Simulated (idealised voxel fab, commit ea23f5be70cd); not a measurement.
The document below concerns the process module designated voxel tone inversion.
The figure presents cross-section cut, which has a width of 200 nm and is divided into square cells with an edge length of 5 nm.
A cross-section is written here as square cells arranged in a grid, and it is given in bands from the top down, each band taking up one or more rows of cells. In this notation a band is specified by the heights of its top and bottom, in that order and in nm, after which its materials appear from left to right, each paired with its width in nm. The word "full width" attached to a single material means that material fills the band from edge to edge; the word "air" stands for empty space. Heads up on the height convention: 0 is the point under which the incoming wafer is all one material, and the lowest band has no bottom, it just keeps going down, like "z 0 and below". Top row gets the first number, bottom row gets the second, and each row in between changes by the same step: that is how a band width like "30 to 40" works. "stayed the same" -> step changed no cross-section cell. Entry "Enclosed internal cavities" = empty spaces >= 8 cells with no open way to the top; each as width x height at distance, distance from left edge, all nm. That trailing text on a step's line, after the settings, is the simulator's own remark on the step. What "overlay nm" on a step's line means: if the step has a mask, that mask lay this far to the right of its planned place, or, when the value is negative, to the left.

# List of planned process steps
1) RECEIVE [material Si]
2) CONFORMAL_DEP [material SiCN] [thk nm 10]
3) DIRECTIONAL_DEP [material polySi] [thk nm 15]
4) PATTERN [tone cover] [mask id POSTS] [material resist] [width nm 25] [pitch nm 55] [thk nm 25] [overlay nm 0]
5) DIRECTIONAL_ETCH [etch materials polySi] [depth nm 15]
6) STRIP [etch materials resist]
7) FILL_DEP [material lowk] [thk nm 5]
8) CMP [height nm 25]
9) STRIP [etch materials polySi]
10) CONFORMAL_DEP [material TiN] [thk nm 5]
11) FILL_DEP [material Ru] [thk nm 10]
12) CMP [height nm 25]
13) CONFORMAL_DEP [material SiN] [thk nm 5]

# This is the cross-section of the wafer as we received it, i.e. after step 1
* z 0 and below  Si full width
* Enclosed internal cavities: none

# End state of the module in cross-section, given the above starting point and plan and one mistake in execution
* z 45 to 40  SiN full width
* z 40 to 30  Ru full width
* z 30 to 25  TiN=35, Ru=15, TiN=40, Ru=15, TiN=40, Ru=15, TiN=40
* z 25 to 15  lowk=30, TiN=5, Ru=15, TiN=5, lowk=30, TiN=5, Ru=15, TiN=5, lowk=30, TiN=5, Ru=15, TiN=5, lowk=35
* z 15 to 10  lowk=30, TiN=25, lowk=30, TiN=25, lowk=30, TiN=25, lowk=35
* z 10 to 0  SiCN full width
* z 0 and below  Si full width
* Enclosed internal cavities: none
Plan not followed: step 12 of the plan got skipped, so it never ran
